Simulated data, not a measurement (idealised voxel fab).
A process module follows: voxel local oxidation.
Displayed cross-section: cut, width of 250 nm, square cells sized 5 nm.
A cross-section in this document is a grid of square cells, and it is written down as bands, the top band listed before the ones below it; a band is made up of one or more rows of cells. Top height, bottom height, nm. Materials left to right, width each, nm. Single material + "everywhere" = fills band edge to edge. "empty" = empty. Heads up on the height convention: 0 is the point under which the incoming wafer is all one material, and the lowest band has no bottom, it just keeps going down, like "from 0 down". It should be noted that a width expressed as "30 to 40" varies in equal increments from row to row of cells within the band, taking the value of the first number at the top row and that of the second number at the bottom row. You'll sometimes find "everything unchanged" written for a step, and that's the way of saying that nowhere in the cross-section did a cell change during that step. Reported under the label "Fully sealed cavities" are the empty spaces having no open way to the top and comprising 8 cells or more; the notation for each is width x height at distance, in which the distance is measured from the left edge and all three values are in nm. Heads up: the bit after the settings on a step's line is the simulator's remark on that step. overlay nm: how far to the right of its planned place the mask lay on this masked step (negative: to the left).

The following list gives the planned process steps:
1: RECEIVE | material Si
2: CONFORMAL_DEP | material SiO2 | thk nm 5
3: CONFORMAL_DEP | material SiN | thk nm 15
4: DIRECTIONAL_DEP | material aC | thk nm 15
5: PATTERN | tone cover | mask id ACTIVE | material resist | width nm 125 | thk nm 35 | overlay nm 0
6: DIRECTIONAL_ETCH | etch materials aC | depth nm 15
7: STRIP | etch materials resist
8: DIRECTIONAL_ETCH | etch materials SiN | depth nm 15
9: STRIP | etch materials aC
10: SELECTIVE_ETCH | etch materials SiO2 | depth nm 5
11: OXIDIZE | depth nm 15
12: STRIP | etch materials SiN

Shown in cross-section is the wafer as received, that is, as it stands after step 1:
* from 0 down: Si everywhere
* Fully sealed cavities: none

Cross-section, first of two wafers, end of module, run as planned:
* from 5 to 0: empty (65) | SiO2 (115) | empty (70)
* from 0 to -15: SiO2 (80) | Si (85) | SiO2 (85)
* from -15 down: Si everywhere
* Fully sealed cavities: none

Now the second wafer, cross-sectioned at the end of the module. Nothing different at the start, nothing different in the plan compared with the first, just one mistake when it was actually run:
* from 0 to -15: SiO2 (75) | Si (95) | SiO2 (80)
* from -15 down: Si everywhere
* Fully sealed cavities: none
Against the plan, the run slipped here: plan step 2 never ran because it was skipped
End of process, cell counts, second wafer against first, materials with more or fewer: +6 Si; -29 SiO2
